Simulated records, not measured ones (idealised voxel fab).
process module | voxel gate over fins
cross-section cut | 220 nm wide | cells 5 nm
A cross-section is a grid of square cells, given in bands from the top down. A band is one or more rows of cells.
Each band's line starts with the height of the band's top and of its bottom, in nm. Then come its materials from left to right, each with its width in nm. One material with "throughout" fills the band from edge to edge. "air" is empty space.
Height 0 is the level under which the wafer as received is all one material. The lowest band goes on downwards, as in "0 down".
A width such as "30 to 40" changes by the same amount from each row of cells to the next, from the band's top row to its bottom row.
"no change" after a step means that no cell of the cross-section changed.
closed voids: empty space of 8 cells or more with no open way to the top, each as width x height at its distance from the left edge, in nm
after a step's settings: what the simulator itself notes on the step
overlay nm, on a step with a mask: how far to the right of its planned place the mask lay; to the left if negative
plan
1 op RECEIVE | material Si
2 op CONFORMAL_DEP | material SiN | thk nm 10
3 op DIRECTIONAL_DEP | material aC | thk nm 15
4 op PATTERN | tone cover | mask id FINS | material resist | width nm 15 | pitch nm 45 | thk nm 30 | overlay nm 0
5 op DIRECTIONAL_ETCH | etch materials aC | depth nm 15
6 op STRIP | etch materials resist
7 op DIRECTIONAL_ETCH | etch materials SiN | depth nm 10
8 op DIRECTIONAL_ETCH | etch materials Si | depth nm 30
9 op STRIP | etch materials aC
10 op FILL_DEP | material SiO2 | thk nm 5
11 op CMP | height nm 10
12 op SELECTIVE_ETCH | etch materials SiO2 | depth nm 20
13 op STRIP | etch materials SiN
14 op CONFORMAL_DEP | material HfO2 | thk nm 5
15 op CONFORMAL_DEP | material TiN | thk nm 5
16 op FILL_DEP | material W | thk nm 10
17 op CMP | height nm 15
18 op CONFORMAL_DEP | material SiCN | thk nm 10
as received, after step 1
  0 down: Si throughout
  closed voids: none
a wafer at the end: this start, this plan, one mistake
  25 to 15: SiCN throughout
  15 to 10: W throughout
  10 to 5: W 40 | TiN 35 | W 10 | TiN 35 | W 10 | TiN 35 | W 55
  5 to 0: W 40 | TiN 5 | HfO2 25 | TiN 5 | W 10 | TiN 5 | HfO2 25 | TiN 5 | W 10 | TiN 5 | HfO2 25 | TiN 5 | W 55
  0 to -5: TiN 45 | HfO2 5 | Si 15 | HfO2 5 | TiN 20 | HfO2 5 | Si 15 | HfO2 5 | TiN 20 | HfO2 5 | Si 15 | HfO2 5 | TiN 60
  -5 to -10: HfO2 50 | Si 15 | HfO2 30 | Si 15 | HfO2 30 | Si 15 | HfO2 65
  -10 to -30: SiO2 50 | Si 15 | SiO2 30 | Si 15 | SiO2 30 | Si 15 | SiO2 65
  -30 down: Si throughout
  closed voids: none
what went wrong: step 4 ran as: op PATTERN | tone cover | mask id FINS | material resist | width nm 15 | pitch nm 45 | thk nm 30 | overlay nm -5
